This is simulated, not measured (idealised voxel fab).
Documented hereafter: the process module known as voxel gate over fins.
Cross-section cut spans 210 nm and uses square cells 5 nm in size.
Cross-sections here: square-cell grids, written as top-down lists of bands, a band being one or more rows of cells.
The band entry comprises the height of the band's top followed by the height of its bottom, expressed in nm, and subsequently the band's materials from left to right, each stated together with its width in nm. Where a single material is marked with the word "everywhere", that material fills the band from edge to edge. The word "empty" represents empty space.
Heights are measured from 0, the level below which the as-received wafer is all one material; the lowest band has no bottom and continues downward, written as in "0 nm and below".
Per-row width for "30 to 40": begins at first number (top row of band), ends at second number (bottom row), increment between rows held constant.
"left unchanged", as given for a step, is the statement that not any cell of the cross-section underwent a change during that step.
Sealed-off cavities: empty space of 8 cells or more with no open way to the top, each as width x height at its distance from the left edge, in nm
Formally, on a step line, whatever follows the settings is a remark that the simulator itself makes on the step.
overlay nm: right-of-plan distance of the mask on a masked step; negative values mean left-of-plan.
The planned process steps are enumerated hereunder
1 RECEIVE with material Si
2 CONFORMAL_DEP with material SiN, thk nm 5
3 DIRECTIONAL_DEP with material aC, thk nm 10
4 PATTERN with tone cover, mask id FINS, material resist, width nm 15, pitch nm 35, thk nm 30, overlay nm 0
5 DIRECTIONAL_ETCH with etch materials aC, depth nm 10
6 STRIP with etch materials resist
7 DIRECTIONAL_ETCH with etch materials SiN, depth nm 5
8 DIRECTIONAL_ETCH with etch materials Si, depth nm 35
9 STRIP with etch materials aC
10 OXIDIZE with depth nm 5
11 FILL_DEP with material SiO2, thk nm 15
12 CMP with height nm 5
13 SELECTIVE_ETCH with etch materials SiO2, depth nm 20
14 STRIP with etch materials SiN
15 CONFORMAL_DEP with material HfO2, thk nm 5
16 CONFORMAL_DEP with material TiN, thk nm 5
17 CONFORMAL_DEP with material TiAl, thk nm 5
18 CONFORMAL_DEP with material TiN, thk nm 5
19 FILL_DEP with material W, thk nm 15
20 CMP with height nm 30
21 CONFORMAL_DEP with material SiN, thk nm 5
First wafer of two (run as planned)
Wafer as received: cross-section following step 1
> 0 nm and below | Si everywhere
> Sealed-off cavities: none
The wafer, seen in cross-section, after step 2
> 5 nm to 0 nm | SiN everywhere
> Whatever lies below 0 is exactly as it was before.
The wafer, seen in cross-section, after step 3
> 15 nm to 5 nm | aC everywhere
> Whatever lies below 5 is exactly as it was before.
The wafer, seen in cross-section, after step 4
> 45 nm to 15 nm | 45 nm empty; 15 nm resist; 20 nm empty; 15 nm resist; 20 nm empty; 15 nm resist; 20 nm empty; 15 nm resist; 45 nm empty
> Whatever lies below 15 is exactly as it was before.
The wafer, seen in cross-section, after step 5
> 35 nm to 15 nm | 45 nm empty; 15 nm resist; 20 nm empty; 15 nm resist; 20 nm empty; 15 nm resist; 20 nm empty; 15 nm resist; 45 nm empty
> 15 nm to 5 nm | 45 nm empty; 15 nm aC; 20 nm empty; 15 nm aC; 20 nm empty; 15 nm aC; 20 nm empty; 15 nm aC; 45 nm empty
> Whatever lies below 5 is exactly as it was before.
The wafer, seen in cross-section, after step 6
> 15 nm to 5 nm | 45 nm empty; 15 nm aC; 20 nm empty; 15 nm aC; 20 nm empty; 15 nm aC; 20 nm empty; 15 nm aC; 45 nm empty
> Whatever lies below 5 is exactly as it was before.
The wafer, seen in cross-section, after step 7
> 15 nm to 5 nm | 45 nm empty; 15 nm aC; 20 nm empty; 15 nm aC; 20 nm empty; 15 nm aC; 20 nm empty; 15 nm aC; 45 nm empty
> 5 nm to 0 nm | 45 nm empty; 15 nm SiN; 20 nm empty; 15 nm SiN; 20 nm empty; 15 nm SiN; 20 nm empty; 15 nm SiN; 45 nm empty
> Whatever lies below 0 is exactly as it was before.
The wafer, seen in cross-section, after step 8
> 15 nm to 5 nm | 45 nm empty; 15 nm aC; 20 nm empty; 15 nm aC; 20 nm empty; 15 nm aC; 20 nm empty; 15 nm aC; 45 nm empty
> 5 nm to 0 nm | 45 nm empty; 15 nm SiN; 20 nm empty; 15 nm SiN; 20 nm empty; 15 nm SiN; 20 nm empty; 15 nm SiN; 45 nm empty
> 0 nm to -35 nm | 45 nm empty; 15 nm Si; 20 nm empty; 15 nm Si; 20 nm empty; 15 nm Si; 20 nm empty; 15 nm Si; 45 nm empty
> Whatever lies below -35 is exactly as it was before.
The wafer, seen in cross-section, after step 9
> 5 nm to 0 nm | 45 nm empty; 15 nm SiN; 20 nm empty; 15 nm SiN; 20 nm empty; 15 nm SiN; 20 nm empty; 15 nm SiN; 45 nm empty
> Whatever lies below 0 is exactly as it was before.
The wafer, seen in cross-section, after step 10
> 5 nm to 0 nm | 45 nm empty; 15 nm SiN; 20 nm empty; 15 nm SiN; 20 nm empty; 15 nm SiN; 20 nm empty; 15 nm SiN; 45 nm empty
> 0 nm to -35 nm | 45 nm empty; 5 nm SiO2; 5 nm Si; 5 nm SiO2; 20 nm empty; 5 nm SiO2; 5 nm Si; 5 nm SiO2; 20 nm empty; 5 nm SiO2; 5 nm Si; 5 nm SiO2; 20 nm empty; 5 nm SiO2; 5 nm Si; 5 nm SiO2; 45 nm empty
> -35 nm to -40 nm | 50 nm SiO2; 5 nm Si; 30 nm SiO2; 5 nm Si; 30 nm SiO2; 5 nm Si; 30 nm SiO2; 5 nm Si; 50 nm SiO2
> Whatever lies below -40 is exactly as it was before.
The wafer, seen in cross-section, after step 11
> 20 nm to 5 nm | SiO2 everywhere
> 5 nm to 0 nm | 45 nm SiO2; 15 nm SiN; 20 nm SiO2; 15 nm SiN; 20 nm SiO2; 15 nm SiN; 20 nm SiO2; 15 nm SiN; 45 nm SiO2
> 0 nm to -40 nm | 50 nm SiO2; 5 nm Si; 30 nm SiO2; 5 nm Si; 30 nm SiO2; 5 nm Si; 30 nm SiO2; 5 nm Si; 50 nm SiO2
> Whatever lies below -40 is exactly as it was before.
The wafer, seen in cross-section, after step 12
> 5 nm to 0 nm | 45 nm SiO2; 15 nm SiN; 20 nm SiO2; 15 nm SiN; 20 nm SiO2; 15 nm SiN; 20 nm SiO2; 15 nm SiN; 45 nm SiO2
> Whatever lies below 0 is exactly as it was before.
The wafer, seen in cross-section, after step 13
> 5 nm to 0 nm | 45 nm empty; 15 nm SiN; 20 nm empty; 15 nm SiN; 20 nm empty; 15 nm SiN; 20 nm empty; 15 nm SiN; 45 nm empty
> 0 nm to -15 nm | 50 nm empty; 5 nm Si; 30 nm empty; 5 nm Si; 30 nm empty; 5 nm Si; 30 nm empty; 5 nm Si; 50 nm empty
> Whatever lies below -15 is exactly as it was before.
The wafer, seen in cross-section, after step 14
> 0 nm to -15 nm | 50 nm empty; 5 nm Si; 30 nm empty; 5 nm Si; 30 nm empty; 5 nm Si; 30 nm empty; 5 nm Si; 50 nm empty
> Whatever lies below -15 is exactly as it was before.
The wafer, seen in cross-section, after step 15
> 5 nm to 0 nm | 45 nm empty; 15 nm HfO2; 20 nm empty; 15 nm HfO2; 20 nm empty; 15 nm HfO2; 20 nm empty; 15 nm HfO2; 45 nm empty
> 0 nm to -10 nm | 45 nm empty; 5 nm HfO2; 5 nm Si; 5 nm HfO2; 20 nm empty; 5 nm HfO2; 5 nm Si; 5 nm HfO2; 20 nm empty; 5 nm HfO2; 5 nm Si; 5 nm HfO2; 20 nm empty; 5 nm HfO2; 5 nm Si; 5 nm HfO2; 45 nm empty
> -10 nm to -15 nm | 50 nm HfO2; 5 nm Si; 30 nm HfO2; 5 nm Si; 30 nm HfO2; 5 nm Si; 30 nm HfO2; 5 nm Si; 50 nm HfO2
> Whatever lies below -15 is exactly as it was before.
The wafer, seen in cross-section, after step 16
> 10 nm to 5 nm | 40 nm empty; 25 nm TiN; 10 nm empty; 25 nm TiN; 10 nm empty; 25 nm TiN; 10 nm empty; 25 nm TiN; 40 nm empty
> 5 nm to 0 nm | 40 nm empty; 5 nm TiN; 15 nm HfO2; 5 nm TiN; 10 nm empty; 5 nm TiN; 15 nm HfO2; 5 nm TiN; 10 nm empty; 5 nm TiN; 15 nm HfO2; 5 nm TiN; 10 nm empty; 5 nm TiN; 15 nm HfO2; 5 nm TiN; 40 nm empty
> 0 nm to -5 nm | 40 nm empty; 5 nm TiN; 5 nm HfO2; 5 nm Si; 5 nm HfO2; 5 nm TiN; 10 nm empty; 5 nm TiN; 5 nm HfO2; 5 nm Si; 5 nm HfO2; 5 nm TiN; 10 nm empty; 5 nm TiN; 5 nm HfO2; 5 nm Si; 5 nm HfO2; 5 nm TiN; 10 nm empty; 5 nm TiN; 5 nm HfO2; 5 nm Si; 5 nm HfO2; 5 nm TiN; 40 nm empty
> -5 nm to -10 nm | 45 nm TiN; 5 nm HfO2; 5 nm Si; 5 nm HfO2; 20 nm TiN; 5 nm HfO2; 5 nm Si; 5 nm HfO2; 20 nm TiN; 5 nm HfO2; 5 nm Si; 5 nm HfO2; 20 nm TiN; 5 nm HfO2; 5 nm Si; 5 nm HfO2; 45 nm TiN
> Whatever lies below -10 is exactly as it was before.
The wafer, seen in cross-section, after step 17
> 15 nm to 10 nm | 35 nm empty; 140 nm TiAl; 35 nm empty
> 10 nm to 5 nm | 35 nm empty; 5 nm TiAl; 25 nm TiN; 10 nm TiAl; 25 nm TiN; 10 nm TiAl; 25 nm TiN; 10 nm TiAl; 25 nm TiN; 5 nm TiAl; 35 nm empty
> 5 nm to 0 nm | 35 nm empty; 5 nm TiAl; 5 nm TiN; 15 nm HfO2; 5 nm TiN; 10 nm TiAl; 5 nm TiN; 15 nm HfO2; 5 nm TiN; 10 nm TiAl; 5 nm TiN; 15 nm HfO2; 5 nm TiN; 10 nm TiAl; 5 nm TiN; 15 nm HfO2; 5 nm TiN; 5 nm TiAl; 35 nm empty
> 0 nm to -5 nm | 40 nm TiAl; 5 nm TiN; 5 nm HfO2; 5 nm Si; 5 nm HfO2; 5 nm TiN; 10 nm TiAl; 5 nm TiN; 5 nm HfO2; 5 nm Si; 5 nm HfO2; 5 nm TiN; 10 nm TiAl; 5 nm TiN; 5 nm HfO2; 5 nm Si; 5 nm HfO2; 5 nm TiN; 10 nm TiAl; 5 nm TiN; 5 nm HfO2; 5 nm Si; 5 nm HfO2; 5 nm TiN; 40 nm TiAl
> Whatever lies below -5 is exactly as it was before.
The wafer, seen in cross-section, after step 18
> 20 nm to 15 nm | 30 nm empty; 150 nm TiN; 30 nm empty
> 15 nm to 10 nm | 30 nm empty; 5 nm TiN; 140 nm TiAl; 5 nm TiN; 30 nm empty
> 10 nm to 5 nm | 30 nm empty; 5 nm TiN; 5 nm TiAl; 25 nm TiN; 10 nm TiAl; 25 nm TiN; 10 nm TiAl; 25 nm TiN; 10 nm TiAl; 25 nm TiN; 5 nm TiAl; 5 nm TiN; 30 nm empty
> 5 nm to 0 nm | 35 nm TiN; 5 nm TiAl; 5 nm TiN; 15 nm HfO2; 5 nm TiN; 10 nm TiAl; 5 nm TiN; 15 nm HfO2; 5 nm TiN; 10 nm TiAl; 5 nm TiN; 15 nm HfO2; 5 nm TiN; 10 nm TiAl; 5 nm TiN; 15 nm HfO2; 5 nm TiN; 5 nm TiAl; 35 nm TiN
> Whatever lies below 0 is exactly as it was before.
The wafer, seen in cross-section, after step 19
> 35 nm to 20 nm | W everywhere
> 20 nm to 15 nm | 30 nm W; 150 nm TiN; 30 nm W
> 15 nm to 10 nm | 30 nm W; 5 nm TiN; 140 nm TiAl; 5 nm TiN; 30 nm W
> 10 nm to 5 nm | 30 nm W; 5 nm TiN; 5 nm TiAl; 25 nm TiN; 10 nm TiAl; 25 nm TiN; 10 nm TiAl; 25 nm TiN; 10 nm TiAl; 25 nm TiN; 5 nm TiAl; 5 nm TiN; 30 nm W
> Whatever lies below 5 is exactly as it was before.
The wafer, seen in cross-section, after step 20
> 30 nm to 20 nm | W everywhere
> Whatever lies below 20 is exactly as it was before.
The wafer, seen in cross-section, after step 21
> 35 nm to 30 nm | SiN everywhere
> Whatever lies below 30 is exactly as it was before.
Second of two: same start, same plan, one run error; steps up to and including 3 match the first
Cross-section: second wafer, time at which step 4 was scheduled to end
> 45 nm to 15 nm | 45 nm resist; 15 nm empty; 20 nm resist; 15 nm empty; 20 nm resist; 15 nm empty; 20 nm resist; 15 nm empty; 45 nm resist
> Whatever lies below 15 is exactly as it was before.
Cross-section: second wafer, time at which step 5 was scheduled to end
> 35 nm to 15 nm | 45 nm resist; 15 nm empty; 20 nm resist; 15 nm empty; 20 nm resist; 15 nm empty; 20 nm resist; 15 nm empty; 45 nm resist
> 15 nm to 5 nm | 45 nm aC; 15 nm empty; 20 nm aC; 15 nm empty; 20 nm aC; 15 nm empty; 20 nm aC; 15 nm empty; 45 nm aC
> Whatever lies below 5 is exactly as it was before.
Cross-section: second wafer, time at which step 6 was scheduled to end
> 15 nm to 5 nm | 45 nm aC; 15 nm empty; 20 nm aC; 15 nm empty; 20 nm aC; 15 nm empty; 20 nm aC; 15 nm empty; 45 nm aC
> Whatever lies below 5 is exactly as it was before.
Cross-section: second wafer, time at which step 7 was scheduled to end
> 15 nm to 5 nm | 45 nm aC; 15 nm empty; 20 nm aC; 15 nm empty; 20 nm aC; 15 nm empty; 20 nm aC; 15 nm empty; 45 nm aC
> 5 nm to 0 nm | 45 nm SiN; 15 nm empty; 20 nm SiN; 15 nm empty; 20 nm SiN; 15 nm empty; 20 nm SiN; 15 nm empty; 45 nm SiN
> Whatever lies below 0 is exactly as it was before.
Cross-section: second wafer, time at which step 8 was scheduled to end
> 15 nm to 5 nm | 45 nm aC; 15 nm empty; 20 nm aC; 15 nm empty; 20 nm aC; 15 nm empty; 20 nm aC; 15 nm empty; 45 nm aC
> 5 nm to 0 nm | 45 nm SiN; 15 nm empty; 20 nm SiN; 15 nm empty; 20 nm SiN; 15 nm empty; 20 nm SiN; 15 nm empty; 45 nm SiN
> 0 nm to -35 nm | 45 nm Si; 15 nm empty; 20 nm Si; 15 nm empty; 20 nm Si; 15 nm empty; 20 nm Si; 15 nm empty; 45 nm Si
> Whatever lies below -35 is exactly as it was before.
Cross-section: second wafer, time at which step 9 was scheduled to end
> 5 nm to 0 nm | 45 nm SiN; 15 nm empty; 20 nm SiN; 15 nm empty; 20 nm SiN; 15 nm empty; 20 nm SiN; 15 nm empty; 45 nm SiN
> Whatever lies below 0 is exactly as it was before.
Cross-section: second wafer, time at which step 10 was scheduled to end
> 5 nm to 0 nm | 45 nm SiN; 15 nm empty; 20 nm SiN; 15 nm empty; 20 nm SiN; 15 nm empty; 20 nm SiN; 15 nm empty; 45 nm SiN
> 0 nm to -35 nm | 40 nm Si; 5 nm SiO2; 15 nm empty; 5 nm SiO2; 10 nm Si; 5 nm SiO2; 15 nm empty; 5 nm SiO2; 10 nm Si; 5 nm SiO2; 15 nm empty; 5 nm SiO2; 10 nm Si; 5 nm SiO2; 15 nm empty; 5 nm SiO2; 40 nm Si
> -35 nm to -40 nm | 40 nm Si; 25 nm SiO2; 10 nm Si; 25 nm SiO2; 10 nm Si; 25 nm SiO2; 10 nm Si; 25 nm SiO2; 40 nm Si
> Whatever lies below -40 is exactly as it was before.
Cross-section: second wafer, time at which step 11 was scheduled to end
> 20 nm to 5 nm | SiO2 everywhere
> 5 nm to 0 nm | 45 nm SiN; 15 nm SiO2; 20 nm SiN; 15 nm SiO2; 20 nm SiN; 15 nm SiO2; 20 nm SiN; 15 nm SiO2; 45 nm SiN
> 0 nm to -40 nm | 40 nm Si; 25 nm SiO2; 10 nm Si; 25 nm SiO2; 10 nm Si; 25 nm SiO2; 10 nm Si; 25 nm SiO2; 40 nm Si
> Whatever lies below -40 is exactly as it was before.
Cross-section: second wafer, time at which step 12 was scheduled to end
> 5 nm to 0 nm | 45 nm SiN; 15 nm SiO2; 20 nm SiN; 15 nm SiO2; 20 nm SiN; 15 nm SiO2; 20 nm SiN; 15 nm SiO2; 45 nm SiN
> Whatever lies below 0 is exactly as it was before.
Cross-section: second wafer, time at which step 13 was scheduled to end
> 5 nm to 0 nm | 45 nm SiN; 15 nm empty; 20 nm SiN; 15 nm empty; 20 nm SiN; 15 nm empty; 20 nm SiN; 15 nm empty; 45 nm SiN
> 0 nm to -15 nm | 40 nm Si; 25 nm empty; 10 nm Si; 25 nm empty; 10 nm Si; 25 nm empty; 10 nm Si; 25 nm empty; 40 nm Si
> Whatever lies below -15 is exactly as it was before.
Cross-section: second wafer, time at which step 14 was scheduled to end
> 0 nm to -15 nm | 40 nm Si; 25 nm empty; 10 nm Si; 25 nm empty; 10 nm Si; 25 nm empty; 10 nm Si; 25 nm empty; 40 nm Si
> Whatever lies below -15 is exactly as it was before.
Cross-section: second wafer, time at which step 15 was scheduled to end
> 5 nm to 0 nm | 45 nm HfO2; 15 nm empty; 20 nm HfO2; 15 nm empty; 20 nm HfO2; 15 nm empty; 20 nm HfO2; 15 nm empty; 45 nm HfO2
> 0 nm to -10 nm | 40 nm Si; 5 nm HfO2; 15 nm empty; 5 nm HfO2; 10 nm Si; 5 nm HfO2; 15 nm empty; 5 nm HfO2; 10 nm Si; 5 nm HfO2; 15 nm empty; 5 nm HfO2; 10 nm Si; 5 nm HfO2; 15 nm empty; 5 nm HfO2; 40 nm Si
> -10 nm to -15 nm | 40 nm Si; 25 nm HfO2; 10 nm Si; 25 nm HfO2; 10 nm Si; 25 nm HfO2; 10 nm Si; 25 nm HfO2; 40 nm Si
> Whatever lies below -15 is exactly as it was before.
Cross-section: second wafer, time at which step 16 was scheduled to end
> 10 nm to 5 nm | 50 nm TiN; 5 nm empty; 30 nm TiN; 5 nm empty; 30 nm TiN; 5 nm empty; 30 nm TiN; 5 nm empty; 50 nm TiN
> 5 nm to 0 nm | 45 nm HfO2; 5 nm TiN; 5 nm empty; 5 nm TiN; 20 nm HfO2; 5 nm TiN; 5 nm empty; 5 nm TiN; 20 nm HfO2; 5 nm TiN; 5 nm empty; 5 nm TiN; 20 nm HfO2; 5 nm TiN; 5 nm empty; 5 nm TiN; 45 nm HfO2
> 0 nm to -5 nm | 40 nm Si; 5 nm HfO2; 5 nm TiN; 5 nm empty; 5 nm TiN; 5 nm HfO2; 10 nm Si; 5 nm HfO2; 5 nm TiN; 5 nm empty; 5 nm TiN; 5 nm HfO2; 10 nm Si; 5 nm HfO2; 5 nm TiN; 5 nm empty; 5 nm TiN; 5 nm HfO2; 10 nm Si; 5 nm HfO2; 5 nm TiN; 5 nm empty; 5 nm TiN; 5 nm HfO2; 40 nm Si
> -5 nm to -10 nm | 40 nm Si; 5 nm HfO2; 15 nm TiN; 5 nm HfO2; 10 nm Si; 5 nm HfO2; 15 nm TiN; 5 nm HfO2; 10 nm Si; 5 nm HfO2; 15 nm TiN; 5 nm HfO2; 10 nm Si; 5 nm HfO2; 15 nm TiN; 5 nm HfO2; 40 nm Si
> Whatever lies below -10 is exactly as it was before.
Cross-section: second wafer, time at which step 17 was scheduled to end
> 15 nm to 10 nm | TiAl everywhere
> 10 nm to 5 nm | 50 nm TiN; 5 nm TiAl; 30 nm TiN; 5 nm TiAl; 30 nm TiN; 5 nm TiAl; 30 nm TiN; 5 nm TiAl; 50 nm TiN
> 5 nm to 0 nm | 45 nm HfO2; 5 nm TiN; 5 nm TiAl; 5 nm TiN; 20 nm HfO2; 5 nm TiN; 5 nm TiAl; 5 nm TiN; 20 nm HfO2; 5 nm TiN; 5 nm TiAl; 5 nm TiN; 20 nm HfO2; 5 nm TiN; 5 nm TiAl; 5 nm TiN; 45 nm HfO2
> 0 nm to -5 nm | 40 nm Si; 5 nm HfO2; 5 nm TiN; 5 nm TiAl; 5 nm TiN; 5 nm HfO2; 10 nm Si; 5 nm HfO2; 5 nm TiN; 5 nm TiAl; 5 nm TiN; 5 nm HfO2; 10 nm Si; 5 nm HfO2; 5 nm TiN; 5 nm TiAl; 5 nm TiN; 5 nm HfO2; 10 nm Si; 5 nm HfO2; 5 nm TiN; 5 nm TiAl; 5 nm TiN; 5 nm HfO2; 40 nm Si
> Whatever lies below -5 is exactly as it was before.
Cross-section: second wafer, time at which step 18 was scheduled to end
> 20 nm to 15 nm | TiN everywhere
> Whatever lies below 15 is exactly as it was before.
Cross-section: second wafer, time at which step 19 was scheduled to end
> 35 nm to 20 nm | W everywhere
> Whatever lies below 20 is exactly as it was before.
Cross-section: second wafer, time at which step 20 was scheduled to end
> 30 nm to 20 nm | W everywhere
> Whatever lies below 20 is exactly as it was before.
Cross-section: second wafer, time at which step 21 was scheduled to end
> 35 nm to 30 nm | SiN everywhere
> Whatever lies below 30 is exactly as it was before.
Diagnosis: note that step 4 departed from the planned setting and was carried out as PATTERN with tone open, mask id FINS, material resist, width nm 15, pitch nm 35, thk nm 30, overlay nm 0
The second wafer ends with more or fewer cells of some materials than the first, per final count: 144 more of Si, 90 fewer of SiO2, 12 fewer of TiAl, 6 fewer of TiN, 36 fewer of W
